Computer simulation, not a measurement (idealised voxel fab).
The following process module bears the name voxel wiring stack.
The width of the displayed cross-section, cut, is 140 nm; its cells are square, with a size of 5 nm.
A cross-section is written here as square cells arranged in a grid, and it is given in bands from the top down, each band taking up one or more rows of cells.
Heights first: top, then bottom, in nm. Then materials, left to right, each with a width in nm. "everywhere" on a single material: fills the band edge to edge. "air": empty space.
Heights are reckoned from 0. Under this level, the received wafer is all of one material. The bottommost band is open-ended downward, for example "0 -> down".
Width: "30..40" (first number = top row, second number = bottom row, same change from row to row of cells).
Any step labelled "no modification" changed none of the cells in the cross-section.
What "Unvented voids" gives you is every empty space of 8 cells or more that is cut off from the top. Each appears as width x height at distance, with the distance taken from the left edge and width, height and distance all in nm.
On a step's line, text after the settings is the simulator commenting on that step.
Each step line may optionally specify "overlay nm", which for a step with a mask gives the rightward distance between the mask's planned place and where it lay, a negative value indicating the leftward direction.
-- The following list gives the planned process steps
1. RECEIVE, material Si
2. CONFORMAL_DEP, material SiO2, thk nm 10
3. DIRECTIONAL_DEP, material TiN, thk nm 5
4. DIRECTIONAL_DEP, material W, thk nm 25
5. MASKED_ETCH, tone cover, mask id METAL_1, width nm 25, pitch nm 45, etch materials W, depth nm 25, overlay nm 0
6. MASKED_ETCH, tone cover, mask id METAL_1, width nm 25, pitch nm 45, etch materials TiN, depth nm 5, overlay nm 0
7. FILL_DEP, material SiO2, thk nm 5
8. CMP, height nm 40
9. CONFORMAL_DEP, material SiCN, thk nm 5
10. DIRECTIONAL_DEP, material SiO2, thk nm 30
11. PATTERN, tone open, mask id METAL_2_HOLES, material resist, width nm 15, pitch nm 45, thk nm 20, overlay nm 0
12. DIRECTIONAL_ETCH, etch materials SiO2, depth nm 30
13. STRIP, etch materials resist
14. MASKED_ETCH, tone open, mask id METAL_2, width nm 25, pitch nm 45, etch materials SiO2, depth nm 20, overlay nm 0
15. MASKED_ETCH, tone open, mask id METAL_2, width nm 25, pitch nm 45, etch materials SiCN, depth nm 5, overlay nm 0
16. CONFORMAL_DEP, material TiN, thk nm 5
17. FILL_DEP, material Cu, thk nm 10
18. CMP, height nm 75
19. CONFORMAL_DEP, material SiCN, thk nm 5
20. DIRECTIONAL_DEP, material lowk, thk nm 10
21. MASKED_ETCH, tone open, mask id PLUG_2, width nm 15, pitch nm 45, etch materials lowk, depth nm 10, overlay nm 0
22. MASKED_ETCH, tone open, mask id PLUG_2, width nm 15, pitch nm 45, etch materials SiCN, depth nm 5, overlay nm 0
23. EPI, material Ru, thk nm 10
24. EPI, material Ru, thk nm 5
25. DIRECTIONAL_DEP, material TiN, thk nm 5
26. DIRECTIONAL_DEP, material W, thk nm 15
27. DIRECTIONAL_DEP, material aC, thk nm 15
28. PATTERN, tone cover, mask id METAL_3, material resist, width nm 25, pitch nm 45, thk nm 30, overlay nm 0
29. DIRECTIONAL_ETCH, etch materials aC, depth nm 15
30. STRIP, etch materials resist
31. DIRECTIONAL_ETCH, etch materials W, depth nm 15
32. DIRECTIONAL_ETCH, etch materials TiN, depth nm 5
33. STRIP, etch materials aC
34. CONFORMAL_DEP, material SiN, thk nm 5
35. FILL_DEP, material SiO2, thk nm 5
36. CMP, height nm 110
37. CONFORMAL_DEP, material SiCN, thk nm 5
-- On the first of the two wafers: run conducted according to plan
-- Cross-section of the wafer upon arrival, representing the state reached after step 1
0 -> down: Si everywhere
Unvented voids: none
-- The wafer in cross-section once step 2 is complete
10 -> 0: SiO2 everywhere
Below 0, the layers are the same as they were.
-- The wafer in cross-section once step 3 is complete
15 -> 10: TiN everywhere
Below 10, the layers are the same as they were.
-- The wafer in cross-section once step 4 is complete
40 -> 15: W everywhere
Below 15, the layers are the same as they were.
-- The wafer in cross-section once step 5 is complete
40 -> 15: 35 air / 25 W / 20 air / 25 W / 35 air
Below 15, the layers are the same as they were.
-- The wafer in cross-section once step 6 is complete
40 -> 15: 35 air / 25 W / 20 air / 25 W / 35 air
15 -> 10: 35 air / 25 TiN / 20 air / 25 TiN / 35 air
Below 10, the layers are the same as they were.
-- The wafer in cross-section once step 7 is complete
45 -> 40: SiO2 everywhere
40 -> 15: 35 SiO2 / 25 W / 20 SiO2 / 25 W / 35 SiO2
15 -> 10: 35 SiO2 / 25 TiN / 20 SiO2 / 25 TiN / 35 SiO2
Below 10, the layers are the same as they were.
-- The wafer in cross-section once step 8 is complete
40 -> 15: 35 SiO2 / 25 W / 20 SiO2 / 25 W / 35 SiO2
Below 15, the layers are the same as they were.
-- The wafer in cross-section once step 9 is complete
45 -> 40: SiCN everywhere
Below 40, the layers are the same as they were.
-- The wafer in cross-section once step 10 is complete
75 -> 45: SiO2 everywhere
Below 45, the layers are the same as they were.
-- The wafer in cross-section once step 11 is complete
95 -> 75: 35 resist / 15 air / 30 resist / 15 air / 45 resist
Below 75, the layers are the same as they were.
-- The wafer in cross-section once step 12 is complete
95 -> 75: 35 resist / 15 air / 30 resist / 15 air / 45 resist
75 -> 45: 35 SiO2 / 15 air / 30 SiO2 / 15 air / 45 SiO2
Below 45, the layers are the same as they were.
-- The wafer in cross-section once step 13 is complete
75 -> 45: 35 SiO2 / 15 air / 30 SiO2 / 15 air / 45 SiO2
Below 45, the layers are the same as they were.
-- The wafer in cross-section once step 14 is complete
75 -> 55: 35 SiO2 / 25 air / 20 SiO2 / 25 air / 35 SiO2
Below 55, the layers are the same as they were.
-- The wafer in cross-section once step 15 is complete
75 -> 55: 35 SiO2 / 25 air / 20 SiO2 / 25 air / 35 SiO2
55 -> 45: 35 SiO2 / 15 air / 30 SiO2 / 15 air / 45 SiO2
45 -> 40: 35 SiCN / 15 air / 30 SiCN / 15 air / 45 SiCN
Below 40, the layers are the same as they were.
-- The wafer in cross-section once step 16 is complete
80 -> 75: 40 TiN / 15 air / 30 TiN / 15 air / 40 TiN
75 -> 60: 35 SiO2 / 5 TiN / 15 air / 5 TiN / 20 SiO2 / 5 TiN / 15 air / 5 TiN / 35 SiO2
60 -> 55: 35 SiO2 / 5 TiN / 5 air / 15 TiN / 20 SiO2 / 5 TiN / 5 air / 15 TiN / 35 SiO2
55 -> 45: 35 SiO2 / 5 TiN / 5 air / 5 TiN / 30 SiO2 / 5 TiN / 5 air / 5 TiN / 45 SiO2
45 -> 40: 35 SiCN / 15 TiN / 30 SiCN / 15 TiN / 45 SiCN
Below 40, the layers are the same as they were.
-- The wafer in cross-section once step 17 is complete
90 -> 80: Cu everywhere
80 -> 75: 40 TiN / 15 Cu / 30 TiN / 15 Cu / 40 TiN
75 -> 60: 35 SiO2 / 5 TiN / 15 Cu / 5 TiN / 20 SiO2 / 5 TiN / 15 Cu / 5 TiN / 35 SiO2
60 -> 55: 35 SiO2 / 5 TiN / 5 Cu / 15 TiN / 20 SiO2 / 5 TiN / 5 Cu / 15 TiN / 35 SiO2
55 -> 45: 35 SiO2 / 5 TiN / 5 Cu / 5 TiN / 30 SiO2 / 5 TiN / 5 Cu / 5 TiN / 45 SiO2
Below 45, the layers are the same as they were.
-- The wafer in cross-section once step 18 is complete
75 -> 60: 35 SiO2 / 5 TiN / 15 Cu / 5 TiN / 20 SiO2 / 5 TiN / 15 Cu / 5 TiN / 35 SiO2
Below 60, the layers are the same as they were.
-- The wafer in cross-section once step 19 is complete
80 -> 75: SiCN everywhere
Below 75, the layers are the same as they were.
-- The wafer in cross-section once step 20 is complete
90 -> 80: lowk everywhere
Below 80, the layers are the same as they were.
-- The wafer in cross-section once step 21 is complete
90 -> 80: 35 lowk / 15 air / 30 lowk / 15 air / 45 lowk
Below 80, the layers are the same as they were.
-- The wafer in cross-section once step 22 is complete
90 -> 80: 35 lowk / 15 air / 30 lowk / 15 air / 45 lowk
80 -> 75: 35 SiCN / 15 air / 30 SiCN / 15 air / 45 SiCN
Below 75, the layers are the same as they were.
-- The wafer in cross-section once step 23 is complete
90 -> 85: 35 lowk / 15 air / 30 lowk / 15 air / 45 lowk
85 -> 80: 35 lowk / 15 Ru / 30 lowk / 15 Ru / 45 lowk
80 -> 75: 35 SiCN / 15 Ru / 30 SiCN / 15 Ru / 45 SiCN
Below 75, the layers are the same as they were.
-- The wafer in cross-section once step 24 is complete
90 -> 80: 35 lowk / 15 Ru / 30 lowk / 15 Ru / 45 lowk
Below 80, the layers are the same as they were.
-- The wafer in cross-section once step 25 is complete
95 -> 90: TiN everywhere
Below 90, the layers are the same as they were.
-- The wafer in cross-section once step 26 is complete
110 -> 95: W everywhere
Below 95, the layers are the same as they were.
-- The wafer in cross-section once step 27 is complete
125 -> 110: aC everywhere
Below 110, the layers are the same as they were.
-- The wafer in cross-section once step 28 is complete
155 -> 125: 35 air / 25 resist / 20 air / 25 resist / 35 air
Below 125, the layers are the same as they were.
-- The wafer in cross-section once step 29 is complete
140 -> 125: 35 air / 25 resist / 20 air / 25 resist / 35 air
125 -> 110: 35 air / 25 aC / 20 air / 25 aC / 35 air
Below 110, the layers are the same as they were.
-- The wafer in cross-section once step 30 is complete
125 -> 110: 35 air / 25 aC / 20 air / 25 aC / 35 air
Below 110, the layers are the same as they were.
-- The wafer in cross-section once step 31 is complete
125 -> 110: 35 air / 25 aC / 20 air / 25 aC / 35 air
110 -> 95: 35 air / 25 W / 20 air / 25 W / 35 air
Below 95, the layers are the same as they were.
-- The wafer in cross-section once step 32 is complete
125 -> 110: 35 air / 25 aC / 20 air / 25 aC / 35 air
110 -> 95: 35 air / 25 W / 20 air / 25 W / 35 air
95 -> 90: 35 air / 25 TiN / 20 air / 25 TiN / 35 air
Below 90, the layers are the same as they were.
-- The wafer in cross-section once step 33 is complete
110 -> 95: 35 air / 25 W / 20 air / 25 W / 35 air
Below 95, the layers are the same as they were.
-- The wafer in cross-section once step 34 is complete
115 -> 110: 30 air / 35 SiN / 10 air / 35 SiN / 30 air
110 -> 95: 30 air / 5 SiN / 25 W / 5 SiN / 10 air / 5 SiN / 25 W / 5 SiN / 30 air
95 -> 90: 35 SiN / 25 TiN / 20 SiN / 25 TiN / 35 SiN
Below 90, the layers are the same as they were.
-- The wafer in cross-section once step 35 is complete
120 -> 115: SiO2 everywhere
115 -> 110: 30 SiO2 / 35 SiN / 10 SiO2 / 35 SiN / 30 SiO2
110 -> 95: 30 SiO2 / 5 SiN / 25 W / 5 SiN / 10 SiO2 / 5 SiN / 25 W / 5 SiN / 30 SiO2
Below 95, the layers are the same as they were.
-- The wafer in cross-section once step 36 is complete
110 -> 95: 30 SiO2 / 5 SiN / 25 W / 5 SiN / 10 SiO2 / 5 SiN / 25 W / 5 SiN / 30 SiO2
Below 95, the layers are the same as they were.
-- The wafer in cross-section once step 37 is complete
115 -> 110: SiCN everywhere
Below 110, the layers are the same as they were.
-- It is to be noted that the second wafer proceeded from the same initial state and according to the same plan as the first, although one mistake was committed in its execution; through step 19, inclusive, the two wafers share an identical history
Second wafer, cut view, end of step 20 per plan: no modification
Second wafer, cut view, end of step 21 per plan: no modification
-- Second wafer, cut view, end of step 22 per plan
80 -> 75: 35 SiCN / 15 air / 30 SiCN / 15 air / 45 SiCN
Below 75, the layers are the same as they were.
-- Second wafer, cut view, end of step 23 per plan
85 -> 80: 30 air / 25 Ru / 20 air / 25 Ru / 40 air
80 -> 75: 35 SiCN / 15 Ru / 30 SiCN / 15 Ru / 45 SiCN
Below 75, the layers are the same as they were.
-- Second wafer, cut view, end of step 24 per plan
90 -> 80: 25 air / 35 Ru / 10 air / 35 Ru / 35 air
Below 80, the layers are the same as they were.
-- Second wafer, cut view, end of step 25 per plan
95 -> 90: 25 air / 35 TiN / 10 air / 35 TiN / 35 air
90 -> 85: 25 air / 35 Ru / 10 air / 35 Ru / 35 air
85 -> 80: 25 TiN / 35 Ru / 10 TiN / 35 Ru / 35 TiN
Below 80, the layers are the same as they were.
-- Second wafer, cut view, end of step 26 per plan
110 -> 100: 25 air / 35 W / 10 air / 35 W / 35 air
100 -> 95: W everywhere
95 -> 90: 25 W / 35 TiN / 10 W / 35 TiN / 35 W
90 -> 85: 25 W / 35 Ru / 10 W / 35 Ru / 35 W
Below 85, the layers are the same as they were.
-- Second wafer, cut view, end of step 27 per plan
125 -> 115: 25 air / 35 aC / 10 air / 35 aC / 35 air
115 -> 110: aC everywhere
110 -> 100: 25 aC / 35 W / 10 aC / 35 W / 35 aC
Below 100, the layers are the same as they were.
-- Second wafer, cut view, end of step 28 per plan
155 -> 125: 35 air / 25 resist / 20 air / 25 resist / 35 air
Below 125, the layers are the same as they were.
-- Second wafer, cut view, end of step 29 per plan
140 -> 125: 35 air / 25 resist / 20 air / 25 resist / 35 air
125 -> 110: 35 air / 25 aC / 20 air / 25 aC / 35 air
110 -> 100: 25 air / 35 W / 10 air / 35 W / 35 air
Below 100, the layers are the same as they were.
-- Second wafer, cut view, end of step 30 per plan
125 -> 110: 35 air / 25 aC / 20 air / 25 aC / 35 air
Below 110, the layers are the same as they were.
-- Second wafer, cut view, end of step 31 per plan
125 -> 110: 35 air / 25 aC / 20 air / 25 aC / 35 air
110 -> 95: 35 air / 25 W / 20 air / 25 W / 35 air
95 -> 90: 25 air / 35 TiN / 10 air / 35 TiN / 35 air
90 -> 85: 25 air / 35 Ru / 10 air / 35 Ru / 35 air
Below 85, the layers are the same as they were.
-- Second wafer, cut view, end of step 32 per plan
125 -> 110: 35 air / 25 aC / 20 air / 25 aC / 35 air
110 -> 95: 35 air / 25 W / 20 air / 25 W / 35 air
95 -> 90: 35 air / 25 TiN / 20 air / 25 TiN / 35 air
90 -> 80: 25 air / 35 Ru / 10 air / 35 Ru / 35 air
Below 80, the layers are the same as they were.
-- Second wafer, cut view, end of step 33 per plan
110 -> 95: 35 air / 25 W / 20 air / 25 W / 35 air
Below 95, the layers are the same as they were.
-- Second wafer, cut view, end of step 34 per plan
115 -> 110: 30 air / 35 SiN / 10 air / 35 SiN / 30 air
110 -> 95: 30 air / 5 SiN / 25 W / 5 SiN / 10 air / 5 SiN / 25 W / 5 SiN / 30 air
95 -> 90: 20 air / 15 SiN / 25 TiN / 20 SiN / 25 TiN / 5 SiN / 30 air
90 -> 85: 20 air / 5 SiN / 35 Ru / 10 SiN / 35 Ru / 5 SiN / 30 air
85 -> 80: 25 SiN / 35 Ru / 10 SiN / 35 Ru / 35 SiN
Below 80, the layers are the same as they were.
-- Second wafer, cut view, end of step 35 per plan
120 -> 115: SiO2 everywhere
115 -> 110: 30 SiO2 / 35 SiN / 10 SiO2 / 35 SiN / 30 SiO2
110 -> 95: 30 SiO2 / 5 SiN / 25 W / 5 SiN / 10 SiO2 / 5 SiN / 25 W / 5 SiN / 30 SiO2
95 -> 90: 20 SiO2 / 15 SiN / 25 TiN / 20 SiN / 25 TiN / 5 SiN / 30 SiO2
90 -> 85: 20 SiO2 / 5 SiN / 35 Ru / 10 SiN / 35 Ru / 5 SiN / 30 SiO2
Below 85, the layers are the same as they were.
-- Second wafer, cut view, end of step 36 per plan
110 -> 95: 30 SiO2 / 5 SiN / 25 W / 5 SiN / 10 SiO2 / 5 SiN / 25 W / 5 SiN / 30 SiO2
Below 95, the layers are the same as they were.
-- Second wafer, cut view, end of step 37 per plan
115 -> 110: SiCN everywhere
Below 110, the layers are the same as they were.
Where did the run depart from the plan? yeah, step 20 of the plan got skipped, never ran
Final difference in cells, second wafer against first, listed per material as more or fewer: Ru +16 | SiN +8 | SiO2 +20 | lowk -44
